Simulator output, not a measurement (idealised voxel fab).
process module | voxel ribs on slabs
cross-section cut | 190 nm wide | cells 5 nm
A cross-section is a grid of square cells, given in bands from the top down. A band is one or more rows of cells.
Each band's line starts with the height of the band's top and of its bottom, in nm. Then come its materials from left to right, each with its width in nm. One material with "throughout" fills the band from edge to edge. "air" is empty space.
Height 0 is the level under which the wafer as received is all one material. The lowest band goes on downwards, as in "0 down".
A width such as "30 to 40" changes by the same amount from each row of cells to the next, from the band's top row to its bottom row.
"no change" after a step means that no cell of the cross-section changed.
closed voids: empty space of 8 cells or more with no open way to the top, each as width x height at its distance from the left edge, in nm
after a step's settings: what the simulator itself notes on the step
overlay nm, on a step with a mask: how far to the right of its planned place the mask lay; to the left if negative
plan
1 op RECEIVE | material Si
2 op DIRECTIONAL_DEP | material SiO2 | thk nm 25
3 op DIRECTIONAL_DEP | material SiN | thk nm 15
4 op PATTERN | tone cover | mask id RIB | material resist | width nm 30 | thk nm 20 | overlay nm 0
5 op DIRECTIONAL_ETCH | etch materials SiN | depth nm 5
6 op STRIP | etch materials resist
7 op MASKED_ETCH | tone cover | mask id SLAB | width nm 80 | etch materials SiN | depth nm 10 | overlay nm -15
8 op FILL_DEP | material SiO2 | thk nm 20
9 op CMP | height nm 50
10 op DIRECTIONAL_DEP | material TiN | thk nm 10
11 op PATTERN | tone cover | mask id HEATER | material resist | width nm 40 | thk nm 20 | overlay nm 0
12 op DIRECTIONAL_ETCH | etch materials TiN | depth nm 10
13 op STRIP | etch materials resist
14 op CONFORMAL_DEP | material SiN | thk nm 5
varied across the wafers: overlay nm of step 7. The plan shows the first wafer's value. All wafers start alike
first wafer as received, after step 1
  0 down: Si throughout
  closed voids: none
each wafer at the end: cells of each material gained (+) or lost (-) since it was received, then its closed voids
overlay nm -15 | +80 SiN | +342 SiO2 | +16 TiN | closed voids: none
overlay nm -10 | +80 SiN | +342 SiO2 | +16 TiN | closed voids: none
overlay nm -5 | +80 SiN | +342 SiO2 | +16 TiN | closed voids: none
overlay nm 0 | +80 SiN | +342 SiO2 | +16 TiN | closed voids: none
overlay nm 5 | +80 SiN | +342 SiO2 | +16 TiN | closed voids: none
overlay nm 10 | +80 SiN | +342 SiO2 | +16 TiN | closed voids: none
overlay nm 15 | +80 SiN | +342 SiO2 | +16 TiN | closed voids: none
